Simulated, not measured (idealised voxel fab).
Proc. module: voxel fin reveal
Square cell edge 5 nm, section width 200 nm, ID cut.
A cross-section in this document is a grid of square cells, and it is written down as bands, the top band listed before the ones below it; a band is made up of one or more rows of cells. Look at the band entry: it leads with the top's height and the bottom's height in nm. Then it lists the materials left to right, with a width in nm for each. The word "everywhere" on a single material says that material fills the band edge to edge. The word "air" is empty space. Height is counted from the level 0, under which the received wafer is composed throughout of one material. The lowest of the bands is not closed at the bottom but continues downward, in the notation "0 -> down". Width spec "30 to 40" -> top row of cells at first value, bottom row at second value, equal per-row change in between. For the purposes of this document, the phrase "same as before" attached to a step denotes that no cell within the cross-section was modified by that step. "Enclosed void entries" specifies each empty space that is not open to the top and that occupies no fewer than 8 cells, using the form width x height at distance, the distance measured from the left edge and all three quantities in nm. Past the settings on a step's line: simulator remark, on that step. overlay nm: where the mask lay relative to plan, measured to the right, on steps with a mask; negatives go left.
## Here's what the planned process steps look like
- 1: RECEIVE | material Si
- 2: CONFORMAL_DEP | material SiN | thk nm 5
- 3: DIRECTIONAL_DEP | material aC | thk nm 10
- 4: PATTERN | tone cover | mask id FINS | material resist | width nm 15 | pitch nm 35 | thk nm 30 | overlay nm 0
- 5: DIRECTIONAL_ETCH | etch materials aC | depth nm 10
- 6: STRIP | etch materials resist
- 7: DIRECTIONAL_ETCH | etch materials SiN | depth nm 5
- 8: DIRECTIONAL_ETCH | etch materials Si | depth nm 35
- 9: STRIP | etch materials aC
- 10: OXIDIZE | depth nm 5
- 11: FILL_DEP | material SiO2 | thk nm 5
- 12: CMP | height nm 5
- 13: SELECTIVE_ETCH | etch materials SiO2 | depth nm 20
- 14: STRIP | etch materials SiN
## First of the two wafers, run per plan
## Incoming wafer in cross-section (state: after step 1)
0 -> down = Si everywhere
Enclosed void entries: none
## Take a look at the wafer's cross-section after step 2
5 -> 0 = SiN everywhere
Below 0 it's all the same as before, nothing changed down there.
## Take a look at the wafer's cross-section after step 3
15 -> 5 = aC everywhere
Below 5 it's all the same as before, nothing changed down there.
## Take a look at the wafer's cross-section after step 4
45 -> 15 = air: 40; resist: 15; air: 20; resist: 15; air: 20; resist: 15; air: 20; resist: 15; air: 40
Below 15 it's all the same as before, nothing changed down there.
## Take a look at the wafer's cross-section after step 5
35 -> 15 = air: 40; resist: 15; air: 20; resist: 15; air: 20; resist: 15; air: 20; resist: 15; air: 40
15 -> 5 = air: 40; aC: 15; air: 20; aC: 15; air: 20; aC: 15; air: 20; aC: 15; air: 40
Below 5 it's all the same as before, nothing changed down there.
## Take a look at the wafer's cross-section after step 6
15 -> 5 = air: 40; aC: 15; air: 20; aC: 15; air: 20; aC: 15; air: 20; aC: 15; air: 40
Below 5 it's all the same as before, nothing changed down there.
## Take a look at the wafer's cross-section after step 7
15 -> 5 = air: 40; aC: 15; air: 20; aC: 15; air: 20; aC: 15; air: 20; aC: 15; air: 40
5 -> 0 = air: 40; SiN: 15; air: 20; SiN: 15; air: 20; SiN: 15; air: 20; SiN: 15; air: 40
Below 0 it's all the same as before, nothing changed down there.
## Take a look at the wafer's cross-section after step 8
15 -> 5 = air: 40; aC: 15; air: 20; aC: 15; air: 20; aC: 15; air: 20; aC: 15; air: 40
5 -> 0 = air: 40; SiN: 15; air: 20; SiN: 15; air: 20; SiN: 15; air: 20; SiN: 15; air: 40
0 -> -35 = air: 40; Si: 15; air: 20; Si: 15; air: 20; Si: 15; air: 20; Si: 15; air: 40
Below -35 it's all the same as before, nothing changed down there.
## Take a look at the wafer's cross-section after step 9
5 -> 0 = air: 40; SiN: 15; air: 20; SiN: 15; air: 20; SiN: 15; air: 20; SiN: 15; air: 40
Below 0 it's all the same as before, nothing changed down there.
## Take a look at the wafer's cross-section after step 10
5 -> 0 = air: 40; SiN: 15; air: 20; SiN: 15; air: 20; SiN: 15; air: 20; SiN: 15; air: 40
0 -> -35 = air: 40; SiO2: 5; Si: 5; SiO2: 5; air: 20; SiO2: 5; Si: 5; SiO2: 5; air: 20; SiO2: 5; Si: 5; SiO2: 5; air: 20; SiO2: 5; Si: 5; SiO2: 5; air: 40
-35 -> -40 = SiO2: 45; Si: 5; SiO2: 30; Si: 5; SiO2: 30; Si: 5; SiO2: 30; Si: 5; SiO2: 45
Below -40 it's all the same as before, nothing changed down there.
## Take a look at the wafer's cross-section after step 11
10 -> 5 = SiO2 everywhere
5 -> 0 = SiO2: 40; SiN: 15; SiO2: 20; SiN: 15; SiO2: 20; SiN: 15; SiO2: 20; SiN: 15; SiO2: 40
0 -> -40 = SiO2: 45; Si: 5; SiO2: 30; Si: 5; SiO2: 30; Si: 5; SiO2: 30; Si: 5; SiO2: 45
Below -40 it's all the same as before, nothing changed down there.
## Take a look at the wafer's cross-section after step 12
5 -> 0 = SiO2: 40; SiN: 15; SiO2: 20; SiN: 15; SiO2: 20; SiN: 15; SiO2: 20; SiN: 15; SiO2: 40
Below 0 it's all the same as before, nothing changed down there.
## Take a look at the wafer's cross-section after step 13
5 -> 0 = air: 40; SiN: 15; air: 20; SiN: 15; air: 20; SiN: 15; air: 20; SiN: 15; air: 40
0 -> -15 = air: 45; Si: 5; air: 30; Si: 5; air: 30; Si: 5; air: 30; Si: 5; air: 45
Below -15 it's all the same as before, nothing changed down there.
## Take a look at the wafer's cross-section after step 14
0 -> -15 = air: 45; Si: 5; air: 30; Si: 5; air: 30; Si: 5; air: 30; Si: 5; air: 45
Below -15 it's all the same as before, nothing changed down there.
## Wafer two: like wafer one in start and plan, but with one mistake in execution; identical up to and including step 12
## Second wafer, cut view, end of step 13 per plan
5 -> 0 = SiO2: 40; air: 15; SiO2: 20; air: 15; SiO2: 20; air: 15; SiO2: 20; air: 15; SiO2: 40
Below 0 it's all the same as before, nothing changed down there.
## Second wafer, cut view, end of step 14 per plan
0 -> -15 = air: 45; Si: 5; air: 30; Si: 5; air: 30; Si: 5; air: 30; Si: 5; air: 45
-15 -> -20 = SiO2: 20; air: 25; Si: 5; air: 30; Si: 5; air: 30; Si: 5; air: 30; Si: 5; air: 25; SiO2: 20
Below -20 it's all the same as before, nothing changed down there.
What was done differently from what was planned? steps 13 and 14 swapped
Materials where the second wafer ends with more or fewer cells than the first: 28 fewer of SiO2
